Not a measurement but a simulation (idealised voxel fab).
The process module that follows is named voxel capacitor over wiring.
The cross-section shown here is cut; it is 240 nm wide and divided into square cells measuring 5 nm on a side.
Cross-section format: a grid of square cells, given as bands from top to bottom; each band is one or more rows of cells. Band entry format. Leading values: height of top, height of bottom, nm. Remainder: materials in left-to-right order, each with its width in nm. Special words: "edge to edge" on a single material, which then fills the band edge to edge; "blank", empty space. Heights are expressed relative to 0, this being the level below which the as-received wafer comprises one material exclusively. The lowest band is unbounded in the downward direction and is denoted as in "z 0 and below". Think of "30 to 40" as a width that walks from the first number to the second as you go down the band, top row to bottom row, taking equal-sized steps from row to row. Basically "changes: none" means that step didn't change any cell in the cross-section. Entry "Sealed-off cavities". Content: empty spaces with no open connection to the top, size 8 cells or greater. Each: width x height at distance. Distance: from left edge. Unit: nm. The remark found on a step's line after its settings is issued by the simulator itself and pertains to that step. Steps that use a mask can have "overlay nm" on their line. It says how far the mask sat to the right of where it was meant to be. Negative means to the left.
-- Process steps - plan
1. RECEIVE, material Si
2. CONFORMAL_DEP, material SiO2, thk nm 10
3. DIRECTIONAL_DEP, material TiN, thk nm 5
4. DIRECTIONAL_DEP, material Ru, thk nm 15
5. DIRECTIONAL_DEP, material aC, thk nm 15
6. PATTERN, tone cover, mask id METAL_1, material resist, width nm 30, pitch nm 85, thk nm 35, overlay nm 0
7. DIRECTIONAL_ETCH, etch materials aC, depth nm 15
8. STRIP, etch materials resist
9. DIRECTIONAL_ETCH, etch materials Ru, depth nm 15
10. DIRECTIONAL_ETCH, etch materials TiN, depth nm 5
11. STRIP, etch materials aC
12. CONFORMAL_DEP, material SiCN, thk nm 5
13. FILL_DEP, material lowk, thk nm 5
14. CMP, height nm 30
15. CONFORMAL_DEP, material SiCN, thk nm 5
16. DIRECTIONAL_DEP, material SiO2, thk nm 20
17. MASKED_ETCH, tone open, mask id PLUG_1, width nm 15, etch materials SiO2, depth nm 20, overlay nm 0
18. MASKED_ETCH, tone open, mask id PLUG_1, width nm 15, etch materials SiCN, depth nm 5, overlay nm 0
19. EPI, material Ru, thk nm 10
20. EPI, material Ru, thk nm 10
21. EPI, material Ru, thk nm 5
22. DIRECTIONAL_DEP, material TiN, thk nm 10
23. DIRECTIONAL_DEP, material Al2O3, thk nm 5
24. DIRECTIONAL_DEP, material TiN, thk nm 10
25. DIRECTIONAL_DEP, material aC, thk nm 15
26. PATTERN, tone cover, mask id UPPER_PLATE, material resist, width nm 50, thk nm 30, overlay nm 0
27. DIRECTIONAL_ETCH, etch materials aC, depth nm 15
28. STRIP, etch materials resist
29. DIRECTIONAL_ETCH, etch materials TiN, depth nm 10
30. DIRECTIONAL_ETCH, etch materials Al2O3, depth nm 5
31. STRIP, etch materials aC
32. PATTERN, tone cover, mask id LOWER_PLATE, material resist, width nm 70, thk nm 15, overlay nm 0
33. DIRECTIONAL_ETCH, etch materials TiN, depth nm 10
34. STRIP, etch materials resist
35. FILL_DEP, material SiO2, thk nm 15
36. CMP, height nm 90
37. PATTERN, tone open, mask id PLUG_2, material resist, width nm 15, thk nm 20, overlay nm 0
38. DIRECTIONAL_ETCH, etch materials SiO2, depth nm 10
39. STRIP, etch materials resist
40. CONFORMAL_DEP, material TiN, thk nm 5
41. FILL_DEP, material W, thk nm 10
42. CMP, height nm 90
43. CONFORMAL_DEP, material SiN, thk nm 5
The plan shows the width nm of step 26 as the first wafer had it; this setting differs between the wafers, which start out alike.
-- Received condition of the first of several wafers, sectioned: post-step 1
* z 0 and below = Si edge to edge
* Sealed-off cavities: none
-- Here is the cross-section of the first of several wafers at the end of the module, after its last step, step 43
* z 95 to 90 = SiN edge to edge
* z 90 to 85 = SiO2: 85, then TiN: 5, then W: 5, then TiN: 5, then SiO2: 140
* z 85 to 80 = SiO2: 85, then TiN: 15, then SiO2: 140
* z 80 to 70 = SiO2: 80, then TiN: 50, then SiO2: 110
* z 70 to 65 = SiO2: 80, then Al2O3: 50, then SiO2: 110
* z 65 to 55 = SiO2: 70, then TiN: 70, then SiO2: 100
* z 55 to 35 = SiO2: 75, then Ru: 15, then SiO2: 150
* z 35 to 30 = SiCN: 75, then Ru: 15, then SiCN: 150
* z 30 to 15 = lowk: 55, then SiCN: 5, then Ru: 30, then SiCN: 5, then lowk: 45, then SiCN: 5, then Ru: 30, then SiCN: 5, then lowk: 60
* z 15 to 10 = SiCN: 60, then TiN: 30, then SiCN: 55, then TiN: 30, then SiCN: 65
* z 10 to 0 = SiO2 edge to edge
* z 0 and below = Si edge to edge
* Sealed-off cavities: none
-- Last wafer x-sec, end of module
* z 95 to 90 = SiN edge to edge
* z 90 to 85 = SiO2: 85, then TiN: 5, then W: 5, then TiN: 5, then SiO2: 140
* z 85 to 80 = SiO2: 85, then TiN: 15, then SiO2: 140
* z 80 to 70 = SiO2: 70, then TiN: 70, then SiO2: 100
* z 70 to 65 = SiO2: 70, then Al2O3: 75, then SiO2: 95
* z 65 to 55 = SiO2: 70, then TiN: 75, then SiO2: 95
* z 55 to 35 = SiO2: 75, then Ru: 15, then SiO2: 150
* z 35 to 30 = SiCN: 75, then Ru: 15, then SiCN: 150
* z 30 to 15 = lowk: 55, then SiCN: 5, then Ru: 30, then SiCN: 5, then lowk: 45, then SiCN: 5, then Ru: 30, then SiCN: 5, then lowk: 60
* z 15 to 10 = SiCN: 60, then TiN: 30, then SiCN: 55, then TiN: 30, then SiCN: 65
* z 10 to 0 = SiO2 edge to edge
* z 0 and below = Si edge to edge
* Sealed-off cavities: none
-- Quick key for the table: a row per wafer, taken at the end of the module. For each material it tells you how many cells the wafer gained (+) or lost (-) since it came in, and the closed voids come after
width nm 50; +10 Al2O3; +51 Ru; +93 SiCN; +48 SiN; +548 SiO2; +65 TiN; +1 W; +96 lowk; Sealed-off cavities: none
width nm 55; +11 Al2O3; +51 Ru; +93 SiCN; +48 SiN; +545 SiO2; +67 TiN; +1 W; +96 lowk; Sealed-off cavities: none
width nm 60; +12 Al2O3; +51 Ru; +93 SiCN; +48 SiN; +542 SiO2; +69 TiN; +1 W; +96 lowk; Sealed-off cavities: none
width nm 65; +13 Al2O3; +51 Ru; +93 SiCN; +48 SiN; +539 SiO2; +71 TiN; +1 W; +96 lowk; Sealed-off cavities: none
width nm 70; +14 Al2O3; +51 Ru; +93 SiCN; +48 SiN; +536 SiO2; +73 TiN; +1 W; +96 lowk; Sealed-off cavities: none
width nm 75; +15 Al2O3; +51 Ru; +93 SiCN; +48 SiN; +533 SiO2; +75 TiN; +1 W; +96 lowk; Sealed-off cavities: none
